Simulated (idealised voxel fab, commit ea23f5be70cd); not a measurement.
Herein follows the process module entitled voxel self aligned vias.
Section shown: cut. Width: 185 nm. Cell size: 5 nm, square.
Reading order for cross-sections: top band down to bottom band. Underlying form: a grid of square cells. Band size: one or more rows of cells.
This entry defines a band. It first specifies the height of the band's top and the height of its bottom in nm, and then specifies the band's materials from left to right, stating each material with its width in nm. The word "all across" identifies a single material that fills the band from edge to edge, while the word "blank" identifies empty space.
Heights from 0 (as-received wafer is one material below). Bottom band endless downward, as "0 down".
Per-row width for "30 to 40": begins at first number (top row of band), ends at second number (bottom row), increment between rows held constant.
It should be understood that the words "remained the same", when stated for a given step, signify that the cross-section underwent no change in any of its cells during that step.
Enclosed voids (no open way to top), threshold 8 cells or more, entry "Closed void inventory", notation width x height at distance, distance from left edge, nm.
On a step's line, text after the settings is the simulator commenting on that step.
A step line may carry the setting "overlay nm", which, for steps involving a mask, states the distance by which the mask lay to the right of its intended position; negative values denote displacement to the left.
If you're wondering how to read the rest of this, here's the deal. It's pairs of cross-sections: one from before a process step, one from after it. The after one is only drawn as far down as the lowest band that changed. Right under each pair you'll see which step sits between them and what its settings were. Don't read the pairs as one continuous story, though. They can come from different runs of this module on the same starting wafer, and a pair only carries on from the one above it where its entry headed "Before the process" says so.

Before the process:
    0 down = Si all across
    Closed void inventory: none

Resulting Structure:
    10 to 0 = SiO2 all across
    Heights below 0 show no change.
    Closed void inventory: none
Between the two cross-sections you see above, the step is CONFORMAL_DEP | material SiO2 | thk nm 10

Before the process: Please consult the pair immediately above; the cross-section it shows after its step is the state before this step.

Resulting Structure:
    15 to 10 = SiCN all across
    Heights below 10 show no change.
    Closed void inventory: none
Between the two cross-sections you see above, the step is CONFORMAL_DEP | material SiCN | thk nm 5

Before the process: Please consult the pair immediately above; the cross-section it shows after its step is the state before this step.

Resulting Structure:
    40 to 15 = SiO2 all across
    Heights below 15 show no change.
    Closed void inventory: none
Between the two cross-sections you see above, the step is DIRECTIONAL_DEP | material SiO2 | thk nm 25

Before the process: Please consult the pair immediately above; the cross-section it shows after its step is the state before this step.

Resulting Structure:
    40 to 15 = SiO2 45 | blank 20 | SiO2 50 | blank 20 | SiO2 50
    Heights below 15 show no change.
    Closed void inventory: none
Between the two cross-sections you see above, the step is MASKED_ETCH | tone open | mask id LINES | width nm 20 | pitch nm 70 | etch materials SiO2 | depth nm 25 | overlay nm 0

Before the process: Please consult the pair immediately above; the cross-section it shows after its step is the state before this step.

Resulting Structure:
    45 to 40 = TiN 50 | blank 10 | TiN 60 | blank 10 | TiN 55
    40 to 20 = SiO2 45 | TiN 5 | blank 10 | TiN 5 | SiO2 50 | TiN 5 | blank 10 | TiN 5 | SiO2 50
    20 to 15 = SiO2 45 | TiN 20 | SiO2 50 | TiN 20 | SiO2 50
    Heights below 15 show no change.
    Closed void inventory: none
Between the two cross-sections you see above, the step is CONFORMAL_DEP | material TiN | thk nm 5

Before the process: Please consult the pair immediately above; the cross-section it shows after its step is the state before this step.

Resulting Structure:
    55 to 45 = Ru all across
    45 to 40 = TiN 50 | Ru 10 | TiN 60 | Ru 10 | TiN 55
    40 to 20 = SiO2 45 | TiN 5 | Ru 10 | TiN 5 | SiO2 50 | TiN 5 | Ru 10 | TiN 5 | SiO2 50
    Heights below 20 show no change.
    Closed void inventory: none
Between the two cross-sections you see above, the step is FILL_DEP | material Ru | thk nm 10

Before the process: Please consult the pair immediately above; the cross-section it shows after its step is the state before this step.

Resulting Structure:
    40 to 20 = SiO2 45 | TiN 5 | Ru 10 | TiN 5 | SiO2 50 | TiN 5 | Ru 10 | TiN 5 | SiO2 50
    Heights below 20 show no change.
    Closed void inventory: none
Between the two cross-sections you see above, the step is CMP | height nm 40

Before the process: Please consult the pair immediately above; the cross-section it shows after its step is the state before this step.

Resulting Structure:
    40 to 30 = SiO2 45 | blank 20 | SiO2 50 | blank 20 | SiO2 50
    Heights below 30 show no change.
    Closed void inventory: none
Between the two cross-sections you see above, the step is SELECTIVE_ETCH | etch materials W Ru TiN | depth nm 10

Before the process: Please consult the pair immediately above; the cross-section it shows after its step is the state before this step.

Resulting Structure:
    50 to 40 = SiN all across
    40 to 30 = SiO2 45 | SiN 20 | SiO2 50 | SiN 20 | SiO2 50
    Heights below 30 show no change.
    Closed void inventory: none
Between the two cross-sections you see above, the step is FILL_DEP | material SiN | thk nm 10

Before the process: Please consult the pair immediately above; the cross-section it shows after its step is the state before this step.

Resulting Structure:
    40 to 30 = SiO2 45 | SiN 20 | SiO2 50 | SiN 20 | SiO2 50
    Heights below 30 show no change.
    Closed void inventory: none
Between the two cross-sections you see above, the step is CMP | height nm 40

Before the process: Please consult the pair immediately above; the cross-section it shows after its step is the state before this step.

Resulting Structure:
    55 to 40 = SiO2 all across
    Heights below 40 show no change.
    Closed void inventory: none
Between the two cross-sections you see above, the step is DIRECTIONAL_DEP | material SiO2 | thk nm 15

Before the process: Please consult the pair immediately above; the cross-section it shows after its step is the state before this step.

Resulting Structure:
    65 to 55 = aC all across
    Heights below 55 show no change.
    Closed void inventory: none
Between the two cross-sections you see above, the step is DIRECTIONAL_DEP | material aC | thk nm 10

Before the process: Please consult the pair immediately above; the cross-section it shows after its step is the state before this step.

Resulting Structure:
    90 to 65 = resist 35 | blank 40 | resist 30 | blank 40 | resist 40
    Heights below 65 show no change.
    Closed void inventory: none
Between the two cross-sections you see above, the step is PATTERN | tone open | mask id VIAS | material resist | width nm 40 | pitch nm 70 | thk nm 25 | overlay nm 0

Before the process: Please consult the pair immediately above; the cross-section it shows after its step is the state before this step.

Resulting Structure:
    80 to 65 = resist 35 | blank 40 | resist 30 | blank 40 | resist 40
    65 to 55 = aC 35 | blank 40 | aC 30 | blank 40 | aC 40
    Heights below 55 show no change.
    Closed void inventory: none
Between the two cross-sections you see above, the step is DIRECTIONAL_ETCH | etch materials aC | depth nm 10

Before the process: Please consult the pair immediately above; the cross-section it shows after its step is the state before this step.

Resulting Structure:
    65 to 55 = aC 35 | blank 40 | aC 30 | blank 40 | aC 40
    Heights below 55 show no change.
    Closed void inventory: none
Between the two cross-sections you see above, the step is STRIP | etch materials resist

Before the process: Please consult the pair immediately above; the cross-section it shows after its step is the state before this step.

Resulting Structure:
    65 to 55 = aC 35 | blank 40 | aC 30 | blank 40 | aC 40
    55 to 40 = SiO2 35 | blank 40 | SiO2 30 | blank 40 | SiO2 40
    Heights below 40 show no change.
    Closed void inventory: none
Between the two cross-sections you see above, the step is DIRECTIONAL_ETCH | etch materials SiO2 | depth nm 15

Before the process: Please consult the pair immediately above; the cross-section it shows after its step is the state before this step.

Resulting Structure:
    65 to 55 = aC 35 | blank 40 | aC 30 | blank 40 | aC 40
    55 to 40 = SiO2 35 | blank 40 | SiO2 30 | blank 40 | SiO2 40
    40 to 30 = SiO2 45 | blank 20 | SiO2 50 | blank 20 | SiO2 50
    Heights below 30 show no change.
    Closed void inventory: none
Between the two cross-sections you see above, the step is DIRECTIONAL_ETCH | etch materials SiN | depth nm 10

Before the process: Please consult the pair immediately above; the cross-section it shows after its step is the state before this step.

Resulting Structure:
    55 to 40 = SiO2 35 | blank 40 | SiO2 30 | blank 40 | SiO2 40
    Heights below 40 show no change.
    Closed void inventory: none
Between the two cross-sections you see above, the step is STRIP | etch materials aC

Before the process: Please consult the pair immediately above; the cross-section it shows after its step is the state before this step.

Resulting Structure:
    60 to 55 = TiN 40 | blank 30 | TiN 40 | blank 30 | TiN 45
    55 to 45 = SiO2 35 | TiN 5 | blank 30 | TiN 5 | SiO2 30 | TiN 5 | blank 30 | TiN 5 | SiO2 40
    45 to 35 = SiO2 35 to 45 | TiN 15 to 5 | blank 10 | TiN 15 to 5 | SiO2 30 to 50 | TiN 15 to 5 | blank 10 | TiN 15 to 5 | SiO2 40 to 50
    35 to 30 = SiO2 45 | TiN 20 | SiO2 50 | TiN 20 | SiO2 50
    Heights below 30 show no change.
    Closed void inventory: none
Between the two cross-sections you see above, the step is CONFORMAL_DEP | material TiN | thk nm 5

Before the process: Please consult the pair immediately above; the cross-section it shows after its step is the state before this step.

Resulting Structure:
    65 to 60 = Ru all across
    60 to 55 = TiN 40 | Ru 30 | TiN 40 | Ru 30 | TiN 45
    55 to 45 = SiO2 35 | TiN 5 | Ru 30 | TiN 5 | SiO2 30 | TiN 5 | Ru 30 | TiN 5 | SiO2 40
    45 to 35 = SiO2 35 to 45 | TiN 15 to 5 | Ru 10 | TiN 15 to 5 | SiO2 30 to 50 | TiN 15 to 5 | Ru 10 | TiN 15 to 5 | SiO2 40 to 50
    Heights below 35 show no change.
    Closed void inventory: none
Between the two cross-sections you see above, the step is FILL_DEP | material Ru | thk nm 5

Before the process: Please consult the pair immediately above; the cross-section it shows after its step is the state before this step.

Resulting Structure:
    55 to 45 = SiO2 35 | TiN 5 | Ru 30 | TiN 5 | SiO2 30 | TiN 5 | Ru 30 | TiN 5 | SiO2 40
    Heights below 45 show no change.
    Closed void inventory: none
Between the two cross-sections you see above, the step is CMP | height nm 55

Before the process: Please consult the pair immediately above; the cross-section it shows after its step is the state before this step.

Resulting Structure:
    60 to 55 = SiN all across
    Heights below 55 show no change.
    Closed void inventory: none
Between the two cross-sections you see above, the step is CONFORMAL_DEP | material SiN | thk nm 5

Before the process:
    10 to 0 = SiO2 all across
    0 down = Si all across
    Closed void inventory: none

Resulting Structure:
    35 to 0 = SiO2 all across
    Heights below 0 show no change.
    Closed void inventory: none
Between the two cross-sections you see above, the step is DIRECTIONAL_DEP | material SiO2 | thk nm 25

Before the process: Please consult the pair immediately above; the cross-section it shows after its step is the state before this step.

Resulting Structure:
    35 to 10 = SiO2 45 | blank 20 | SiO2 50 | blank 20 | SiO2 50
    Heights below 10 show no change.
    Closed void inventory: none
Between the two cross-sections you see above, the step is MASKED_ETCH | tone open | mask id LINES | width nm 20 | pitch nm 70 | etch materials SiO2 | depth nm 25 | overlay nm 0

Before the process: Please consult the pair immediately above; the cross-section it shows after its step is the state before this step.

Resulting Structure:
    40 to 35 = TiN 50 | blank 10 | TiN 60 | blank 10 | TiN 55
    35 to 15 = SiO2 45 | TiN 5 | blank 10 | TiN 5 | SiO2 50 | TiN 5 | blank 10 | TiN 5 | SiO2 50
    15 to 10 = SiO2 45 | TiN 20 | SiO2 50 | TiN 20 | SiO2 50
    Heights below 10 show no change.
    Closed void inventory: none
Between the two cross-sections you see above, the step is CONFORMAL_DEP | material TiN | thk nm 5

Before the process: Please consult the pair immediately above; the cross-section it shows after its step is the state before this step.

Resulting Structure:
    50 to 40 = Ru all across
    40 to 35 = TiN 50 | Ru 10 | TiN 60 | Ru 10 | TiN 55
    35 to 15 = SiO2 45 | TiN 5 | Ru 10 | TiN 5 | SiO2 50 | TiN 5 | Ru 10 | TiN 5 | SiO2 50
    Heights below 15 show no change.
    Closed void inventory: none
Between the two cross-sections you see above, the step is FILL_DEP | material Ru | thk nm 10

Before the process: Please consult the pair immediately above; the cross-section it shows after its step is the state before this step.

Resulting Structure:
    40 to 35 = TiN 50 | Ru 10 | TiN 60 | Ru 10 | TiN 55
    Heights below 35 show no change.
    Closed void inventory: none
Between the two cross-sections you see above, the step is CMP | height nm 40

Before the process: Please consult the pair immediately above; the cross-section it shows after its step is the state before this step.

Resulting Structure:
    35 to 30 = SiO2 45 | blank 20 | SiO2 50 | blank 20 | SiO2 50
    Heights below 30 show no change.
    Closed void inventory: none
Between the two cross-sections you see above, the step is SELECTIVE_ETCH | etch materials W Ru TiN | depth nm 10

Before the process: Please consult the pair immediately above; the cross-section it shows after its step is the state before this step.

Resulting Structure:
    45 to 35 = SiN all across
    35 to 30 = SiO2 45 | SiN 20 | SiO2 50 | SiN 20 | SiO2 50
    Heights below 30 show no change.
    Closed void inventory: none
Between the two cross-sections you see above, the step is FILL_DEP | material SiN | thk nm 10

Before the process: Please consult the pair immediately above; the cross-section it shows after its step is the state before this step.

Resulting Structure:
    40 to 35 = SiN all across
    Heights below 35 show no change.
    Closed void inventory: none
Between the two cross-sections you see above, the step is CMP | height nm 40

Before the process: Please consult the pair immediately above; the cross-section it shows after its step is the state before this step.

Resulting Structure:
    55 to 40 = SiO2 all across
    Heights below 40 show no change.
    Closed void inventory: none
Between the two cross-sections you see above, the step is DIRECTIONAL_DEP | material SiO2 | thk nm 15

Before the process: Please consult the pair immediately above; the cross-section it shows after its step is the state before this step.

Resulting Structure:
    65 to 55 = aC all across
    Heights below 55 show no change.
    Closed void inventory: none
Between the two cross-sections you see above, the step is DIRECTIONAL_DEP | material aC | thk nm 10

Before the process: Please consult the pair immediately above; the cross-section it shows after its step is the state before this step.

Resulting Structure:
    90 to 65 = resist 35 | blank 40 | resist 30 | blank 40 | resist 40
    Heights below 65 show no change.
    Closed void inventory: none
Between the two cross-sections you see above, the step is PATTERN | tone open | mask id VIAS | material resist | width nm 40 | pitch nm 70 | thk nm 25 | overlay nm 0

Before the process: Please consult the pair immediately above; the cross-section it shows after its step is the state before this step.

Resulting Structure:
    80 to 65 = resist 35 | blank 40 | resist 30 | blank 40 | resist 40
    65 to 55 = aC 35 | blank 40 | aC 30 | blank 40 | aC 40
    Heights below 55 show no change.
    Closed void inventory: none
Between the two cross-sections you see above, the step is DIRECTIONAL_ETCH | etch materials aC | depth nm 10

Before the process: Please consult the pair immediately above; the cross-section it shows after its step is the state before this step.

Resulting Structure:
    65 to 55 = aC 35 | blank 40 | aC 30 | blank 40 | aC 40
    Heights below 55 show no change.
    Closed void inventory: none
Between the two cross-sections you see above, the step is STRIP | etch materials resist

Before the process: Please consult the pair immediately above; the cross-section it shows after its step is the state before this step.

Resulting Structure:
    65 to 55 = aC 35 | blank 40 | aC 30 | blank 40 | aC 40
    55 to 40 = SiO2 35 | blank 40 | SiO2 30 | blank 40 | SiO2 40
    Heights below 40 show no change.
    Closed void inventory: none
Between the two cross-sections you see above, the step is DIRECTIONAL_ETCH | etch materials SiO2 | depth nm 15

Before the process: Please consult the pair immediately above; the cross-section it shows after its step is the state before this step.

Resulting Structure:
    65 to 55 = aC 35 | blank 40 | aC 30 | blank 40 | aC 40
    55 to 40 = SiO2 35 | blank 40 | SiO2 30 | blank 40 | SiO2 40
    40 to 35 = SiN 35 | blank 40 | SiN 30 | blank 40 | SiN 40
    35 to 30 = SiO2 45 | blank 20 | SiO2 50 | blank 20 | SiO2 50
    Heights below 30 show no change.
    Closed void inventory: none
Between the two cross-sections you see above, the step is DIRECTIONAL_ETCH | etch materials SiN | depth nm 10

Before the process: Please consult the pair immediately above; the cross-section it shows after its step is the state before this step.

Resulting Structure:
    55 to 40 = SiO2 35 | blank 40 | SiO2 30 | blank 40 | SiO2 40
    Heights below 40 show no change.
    Closed void inventory: none
Between the two cross-sections you see above, the step is STRIP | etch materials aC

Before the process: Please consult the pair immediately above; the cross-section it shows after its step is the state before this step.

Resulting Structure:
    60 to 55 = TiN 40 | blank 30 | TiN 40 | blank 30 | TiN 45
    55 to 40 = SiO2 35 | TiN 5 | blank 30 | TiN 5 | SiO2 30 | TiN 5 | blank 30 | TiN 5 | SiO2 40
    40 to 35 = SiN 35 | TiN 15 | blank 10 | TiN 15 | SiN 30 | TiN 15 | blank 10 | TiN 15 | SiN 40
    35 to 30 = SiO2 45 | TiN 20 | SiO2 50 | TiN 20 | SiO2 50
    Heights below 30 show no change.
    Closed void inventory: none
Between the two cross-sections you see above, the step is CONFORMAL_DEP | material TiN | thk nm 5

Before the process: Please consult the pair immediately above; the cross-section it shows after its step is the state before this step.

Resulting Structure:
    65 to 60 = Ru all across
    60 to 55 = TiN 40 | Ru 30 | TiN 40 | Ru 30 | TiN 45
    55 to 40 = SiO2 35 | TiN 5 | Ru 30 | TiN 5 | SiO2 30 | TiN 5 | Ru 30 | TiN 5 | SiO2 40
    40 to 35 = SiN 35 | TiN 15 | Ru 10 | TiN 15 | SiN 30 | TiN 15 | Ru 10 | TiN 15 | SiN 40
    Heights below 35 show no change.
    Closed void inventory: none
Between the two cross-sections you see above, the step is FILL_DEP | material Ru | thk nm 5

Before the process: Please consult the pair immediately above; the cross-section it shows after its step is the state before this step.

Resulting Structure:
    55 to 40 = SiO2 35 | TiN 5 | Ru 30 | TiN 5 | SiO2 30 | TiN 5 | Ru 30 | TiN 5 | SiO2 40
    Heights below 40 show no change.
    Closed void inventory: none
Between the two cross-sections you see above, the step is CMP | height nm 55

Before the process: Please consult the pair immediately above; the cross-section it shows after its step is the state before this step.

Resulting Structure:
    60 to 55 = SiN all across
    Heights below 55 show no change.
    Closed void inventory: none
Between the two cross-sections you see above, the step is CONFORMAL_DEP | material SiN | thk nm 5

Before the process:
    65 to 55 = aC 35 | blank 40 | aC 30 | blank 40 | aC 40
    55 to 40 = SiO2 35 | blank 40 | SiO2 30 | blank 40 | SiO2 40
    40 to 30 = SiO2 45 | SiN 20 | SiO2 50 | SiN 20 | SiO2 50
    30 to 20 = SiO2 45 | TiN 5 | Ru 10 | TiN 5 | SiO2 50 | TiN 5 | Ru 10 | TiN 5 | SiO2 50
    20 to 15 = SiO2 45 | TiN 20 | SiO2 50 | TiN 20 | SiO2 50
    15 to 10 = SiCN all across
    10 to 0 = SiO2 all across
    0 down = Si all across
    Closed void inventory: none

Resulting Structure:
    65 to 55 = aC 35 | blank 40 | aC 30 | blank 40 | aC 40
    55 to 40 = SiO2 35 | blank 40 | SiO2 30 | blank 40 | SiO2 40
    40 to 30 = SiO2 35 | blank 10 | SiN 20 | blank 10 | SiO2 30 | blank 10 | SiN 20 | blank 10 | SiO2 40
    30 to 25 = SiO2 35 | blank 10 | TiN 5 | Ru 10 | TiN 5 | blank 10 | SiO2 30 | blank 10 | TiN 5 | Ru 10 | TiN 5 | blank 10 | SiO2 40
    Heights below 25 show no change.
    Closed void inventory: none
Between the two cross-sections you see above, the step is DIRECTIONAL_ETCH | etch materials SiO2 | depth nm 15

Before the process: Please consult the pair immediately above; the cross-section it shows after its step is the state before this step.

Resulting Structure:
    65 to 55 = aC 35 | blank 40 | aC 30 | blank 40 | aC 40
    55 to 30 = SiO2 35 | blank 40 | SiO2 30 | blank 40 | SiO2 40
    Heights below 30 show no change.
    Closed void inventory: none
Between the two cross-sections you see above, the step is DIRECTIONAL_ETCH | etch materials SiN | depth nm 10

Before the process: Please consult the pair immediately above; the cross-section it shows after its step is the state before this step.

Resulting Structure:
    55 to 30 = SiO2 35 | blank 40 | SiO2 30 | blank 40 | SiO2 40
    Heights below 30 show no change.
    Closed void inventory: none
Between the two cross-sections you see above, the step is STRIP | etch materials aC

Before the process: Please consult the pair immediately above; the cross-section it shows after its step is the state before this step.

Resulting Structure:
    60 to 55 = TiN 40 | blank 30 | TiN 40 | blank 30 | TiN 45
    55 to 35 = SiO2 35 | TiN 5 | blank 30 | TiN 5 | SiO2 30 | TiN 5 | blank 30 | TiN 5 | SiO2 40
    35 to 30 = SiO2 35 | TiN 40 | SiO2 30 | TiN 40 | SiO2 40
    30 to 20 = SiO2 35 to 45 | TiN 15 to 5 | Ru 10 | TiN 15 to 5 | SiO2 30 to 50 | TiN 15 to 5 | Ru 10 | TiN 15 to 5 | SiO2 40 to 50
    Heights below 20 show no change.
    Closed void inventory: none
Between the two cross-sections you see above, the step is CONFORMAL_DEP | material TiN | thk nm 5

Before the process: Please consult the pair immediately above; the cross-section it shows after its step is the state before this step.

Resulting Structure:
    65 to 60 = Ru all across
    60 to 55 = TiN 40 | Ru 30 | TiN 40 | Ru 30 | TiN 45
    55 to 35 = SiO2 35 | TiN 5 | Ru 30 | TiN 5 | SiO2 30 | TiN 5 | Ru 30 | TiN 5 | SiO2 40
    Heights below 35 show no change.
    Closed void inventory: none
Between the two cross-sections you see above, the step is FILL_DEP | material Ru | thk nm 5

Before the process: Please consult the pair immediately above; the cross-section it shows after its step is the state before this step.

Resulting Structure:
    55 to 35 = SiO2 35 | TiN 5 | Ru 30 | TiN 5 | SiO2 30 | TiN 5 | Ru 30 | TiN 5 | SiO2 40
    Heights below 35 show no change.
    Closed void inventory: none
Between the two cross-sections you see above, the step is CMP | height nm 55

Before the process: Please consult the pair immediately above; the cross-section it shows after its step is the state before this step.

Resulting Structure:
    60 to 55 = SiN all across
    Heights below 55 show no change.
    Closed void inventory: none
Between the two cross-sections you see above, the step is CONFORMAL_DEP | material SiN | thk nm 5

Before the process:
    0 down = Si all across
    Closed void inventory: none

Resulting Structure:
    5 to 0 = SiCN all across
    Heights below 0 show no change.
    Closed void inventory: none
Between the two cross-sections you see above, the step is CONFORMAL_DEP | material SiCN | thk nm 5

Before the process: Please consult the pair immediately above; the cross-section it shows after its step is the state before this step.

Resulting Structure:
    15 to 5 = SiO2 all across
    Heights below 5 show no change.
    Closed void inventory: none
Between the two cross-sections you see above, the step is CONFORMAL_DEP | material SiO2 | thk nm 10

Before the process: Please consult the pair immediately above; the cross-section it shows after its step is the state before this step.

Resulting Structure:
    40 to 5 = SiO2 all across
    Heights below 5 show no change.
    Closed void inventory: none
Between the two cross-sections you see above, the step is DIRECTIONAL_DEP | material SiO2 | thk nm 25

Before the process: Please consult the pair immediately above; the cross-section it shows after its step is the state before this step.

Resulting Structure:
    40 to 15 = SiO2 45 | blank 20 | SiO2 50 | blank 20 | SiO2 50
    Heights below 15 show no change.
    Closed void inventory: none
Between the two cross-sections you see above, the step is MASKED_ETCH | tone open | mask id LINES | width nm 20 | pitch nm 70 | etch materials SiO2 | depth nm 25 | overlay nm 0

Before the process: Please consult the pair immediately above; the cross-section it shows after its step is the state before this step.

Resulting Structure:
    45 to 40 = TiN 50 | blank 10 | TiN 60 | blank 10 | TiN 55
    40 to 20 = SiO2 45 | TiN 5 | blank 10 | TiN 5 | SiO2 50 | TiN 5 | blank 10 | TiN 5 | SiO2 50
    20 to 15 = SiO2 45 | TiN 20 | SiO2 50 | TiN 20 | SiO2 50
    Heights below 15 show no change.
    Closed void inventory: none
Between the two cross-sections you see above, the step is CONFORMAL_DEP | material TiN | thk nm 5

Before the process: Please consult the pair immediately above; the cross-section it shows after its step is the state before this step.

Resulting Structure:
    55 to 45 = Ru all across
    45 to 40 = TiN 50 | Ru 10 | TiN 60 | Ru 10 | TiN 55
    40 to 20 = SiO2 45 | TiN 5 | Ru 10 | TiN 5 | SiO2 50 | TiN 5 | Ru 10 | TiN 5 | SiO2 50
    Heights below 20 show no change.
    Closed void inventory: none
Between the two cross-sections you see above, the step is FILL_DEP | material Ru | thk nm 10

Before the process: Please consult the pair immediately above; the cross-section it shows after its step is the state before this step.

Resulting Structure:
    40 to 20 = SiO2 45 | TiN 5 | Ru 10 | TiN 5 | SiO2 50 | TiN 5 | Ru 10 | TiN 5 | SiO2 50
    Heights below 20 show no change.
    Closed void inventory: none
Between the two cross-sections you see above, the step is CMP | height nm 40

Before the process: Please consult the pair immediately above; the cross-section it shows after its step is the state before this step.

Resulting Structure:
    40 to 30 = SiO2 45 | blank 20 | SiO2 50 | blank 20 | SiO2 50
    Heights below 30 show no change.
    Closed void inventory: none
Between the two cross-sections you see above, the step is SELECTIVE_ETCH | etch materials W Ru TiN | depth nm 10

Before the process: Please consult the pair immediately above; the cross-section it shows after its step is the state before this step.

Resulting Structure:
    50 to 40 = SiN all across
    40 to 30 = SiO2 45 | SiN 20 | SiO2 50 | SiN 20 | SiO2 50
    Heights below 30 show no change.
    Closed void inventory: none
Between the two cross-sections you see above, the step is FILL_DEP | material SiN | thk nm 10

Before the process: Please consult the pair immediately above; the cross-section it shows after its step is the state before this step.

Resulting Structure:
    40 to 30 = SiO2 45 | SiN 20 | SiO2 50 | SiN 20 | SiO2 50
    Heights below 30 show no change.
    Closed void inventory: none
Between the two cross-sections you see above, the step is CMP | height nm 40

Before the process: Please consult the pair immediately above; the cross-section it shows after its step is the state before this step.

Resulting Structure:
    55 to 40 = SiO2 all across
    Heights below 40 show no change.
    Closed void inventory: none
Between the two cross-sections you see above, the step is DIRECTIONAL_DEP | material SiO2 | thk nm 15

Before the process: Please consult the pair immediately above; the cross-section it shows after its step is the state before this step.

Resulting Structure:
    65 to 55 = aC all across
    Heights below 55 show no change.
    Closed void inventory: none
Between the two cross-sections you see above, the step is DIRECTIONAL_DEP | material aC | thk nm 10

Before the process: Please consult the pair immediately above; the cross-section it shows after its step is the state before this step.

Resulting Structure:
    90 to 65 = resist 35 | blank 40 | resist 30 | blank 40 | resist 40
    Heights below 65 show no change.
    Closed void inventory: none
Between the two cross-sections you see above, the step is PATTERN | tone open | mask id VIAS | material resist | width nm 40 | pitch nm 70 | thk nm 25 | overlay nm 0

Before the process: Please consult the pair immediately above; the cross-section it shows after its step is the state before this step.

Resulting Structure:
    80 to 65 = resist 35 | blank 40 | resist 30 | blank 40 | resist 40
    65 to 55 = aC 35 | blank 40 | aC 30 | blank 40 | aC 40
    Heights below 55 show no change.
    Closed void inventory: none
Between the two cross-sections you see above, the step is DIRECTIONAL_ETCH | etch materials aC | depth nm 10

Before the process: Please consult the pair immediately above; the cross-section it shows after its step is the state before this step.

Resulting Structure:
    65 to 55 = aC 35 | blank 40 | aC 30 | blank 40 | aC 40
    Heights below 55 show no change.
    Closed void inventory: none
Between the two cross-sections you see above, the step is STRIP | etch materials resist

Before the process: Please consult the pair immediately above; the cross-section it shows after its step is the state before this step.

Resulting Structure:
    65 to 55 = aC 35 | blank 40 | aC 30 | blank 40 | aC 40
    55 to 40 = SiO2 35 | blank 40 | SiO2 30 | blank 40 | SiO2 40
    Heights below 40 show no change.
    Closed void inventory: none
Between the two cross-sections you see above, the step is DIRECTIONAL_ETCH | etch materials SiO2 | depth nm 15

Before the process: Please consult the pair immediately above; the cross-section it shows after its step is the state before this step.

Resulting Structure:
    65 to 55 = aC 35 | blank 40 | aC 30 | blank 40 | aC 40
    55 to 40 = SiO2 35 | blank 40 | SiO2 30 | blank 40 | SiO2 40
    40 to 30 = SiO2 45 | blank 20 | SiO2 50 | blank 20 | SiO2 50
    Heights below 30 show no change.
    Closed void inventory: none
Between the two cross-sections you see above, the step is DIRECTIONAL_ETCH | etch materials SiN | depth nm 10

Before the process: Please consult the pair immediately above; the cross-section it shows after its step is the state before this step.

Resulting Structure:
    55 to 40 = SiO2 35 | blank 40 | SiO2 30 | blank 40 | SiO2 40
    Heights below 40 show no change.
    Closed void inventory: none
Between the two cross-sections you see above, the step is STRIP | etch materials aC

Before the process: Please consult the pair immediately above; the cross-section it shows after its step is the state before this step.

Resulting Structure:
    60 to 55 = TiN 40 | blank 30 | TiN 40 | blank 30 | TiN 45
    55 to 45 = SiO2 35 | TiN 5 | blank 30 | TiN 5 | SiO2 30 | TiN 5 | blank 30 | TiN 5 | SiO2 40
    45 to 35 = SiO2 35 to 45 | TiN 15 to 5 | blank 10 | TiN 15 to 5 | SiO2 30 to 50 | TiN 15 to 5 | blank 10 | TiN 15 to 5 | SiO2 40 to 50
    35 to 30 = SiO2 45 | TiN 20 | SiO2 50 | TiN 20 | SiO2 50
    Heights below 30 show no change.
    Closed void inventory: none
Between the two cross-sections you see above, the step is CONFORMAL_DEP | material TiN | thk nm 5

Before the process: Please consult the pair immediately above; the cross-section it shows after its step is the state before this step.

Resulting Structure:
    65 to 60 = Ru all across
    60 to 55 = TiN 40 | Ru 30 | TiN 40 | Ru 30 | TiN 45
    55 to 45 = SiO2 35 | TiN 5 | Ru 30 | TiN 5 | SiO2 30 | TiN 5 | Ru 30 | TiN 5 | SiO2 40
    45 to 35 = SiO2 35 to 45 | TiN 15 to 5 | Ru 10 | TiN 15 to 5 | SiO2 30 to 50 | TiN 15 to 5 | Ru 10 | TiN 15 to 5 | SiO2 40 to 50
    Heights below 35 show no change.
    Closed void inventory: none
Between the two cross-sections you see above, the step is FILL_DEP | material Ru | thk nm 5

Before the process: Please consult the pair immediately above; the cross-section it shows after its step is the state before this step.

Resulting Structure:
    55 to 45 = SiO2 35 | TiN 5 | Ru 30 | TiN 5 | SiO2 30 | TiN 5 | Ru 30 | TiN 5 | SiO2 40
    Heights below 45 show no change.
    Closed void inventory: none
Between the two cross-sections you see above, the step is CMP | height nm 55

Before the process: Please consult the pair immediately above; the cross-section it shows after its step is the state before this step.

Resulting Structure:
    60 to 55 = SiN all across
    Heights below 55 show no change.
    Closed void inventory: none
Between the two cross-sections you see above, the step is CONFORMAL_DEP | material SiN | thk nm 5

Before the process:
    55 to 45 = Ru all across
    45 to 40 = TiN 50 | Ru 10 | TiN 60 | Ru 10 | TiN 55
    40 to 20 = SiO2 45 | TiN 5 | Ru 10 | TiN 5 | SiO2 50 | TiN 5 | Ru 10 | TiN 5 | SiO2 50
    20 to 15 = SiO2 45 | TiN 20 | SiO2 50 | TiN 20 | SiO2 50
    15 to 10 = SiCN all across
    10 to 0 = SiO2 all across
    0 down = Si all across
    Closed void inventory: none

Resulting Structure:
    30 to 20 = SiO2 45 | TiN 5 | Ru 10 | TiN 5 | SiO2 50 | TiN 5 | Ru 10 | TiN 5 | SiO2 50
    Heights below 20 show no change.
    Closed void inventory: none
Between the two cross-sections you see above, the step is CMP | height nm 30

Before the process: Please consult the pair immediately above; the cross-section it shows after its step is the state before this step.

Resulting Structure:
    30 to 20 = SiO2 45 | blank 20 | SiO2 50 | blank 20 | SiO2 50
    Heights below 20 show no change.
    Closed void inventory: none
Between the two cross-sections you see above, the step is SELECTIVE_ETCH | etch materials W Ru TiN | depth nm 10

Before the process: Please consult the pair immediately above; the cross-section it shows after its step is the state before this step.

Resulting Structure:
    40 to 30 = SiN all across
    30 to 20 = SiO2 45 | SiN 20 | SiO2 50 | SiN 20 | SiO2 50
    Heights below 20 show no change.
    Closed void inventory: none
Between the two cross-sections you see above, the step is FILL_DEP | material SiN | thk nm 10

Before the process: Please consult the pair immediately above; the cross-section it shows after its step is the state before this step.

Resulting Structure:
    55 to 40 = SiO2 all across
    Heights below 40 show no change.
    Closed void inventory: none
Between the two cross-sections you see above, the step is DIRECTIONAL_DEP | material SiO2 | thk nm 15

Before the process: Please consult the pair immediately above; the cross-section it shows after its step is the state before this step.

Resulting Structure:
    65 to 55 = aC all across
    Heights below 55 show no change.
    Closed void inventory: none
Between the two cross-sections you see above, the step is DIRECTIONAL_DEP | material aC | thk nm 10
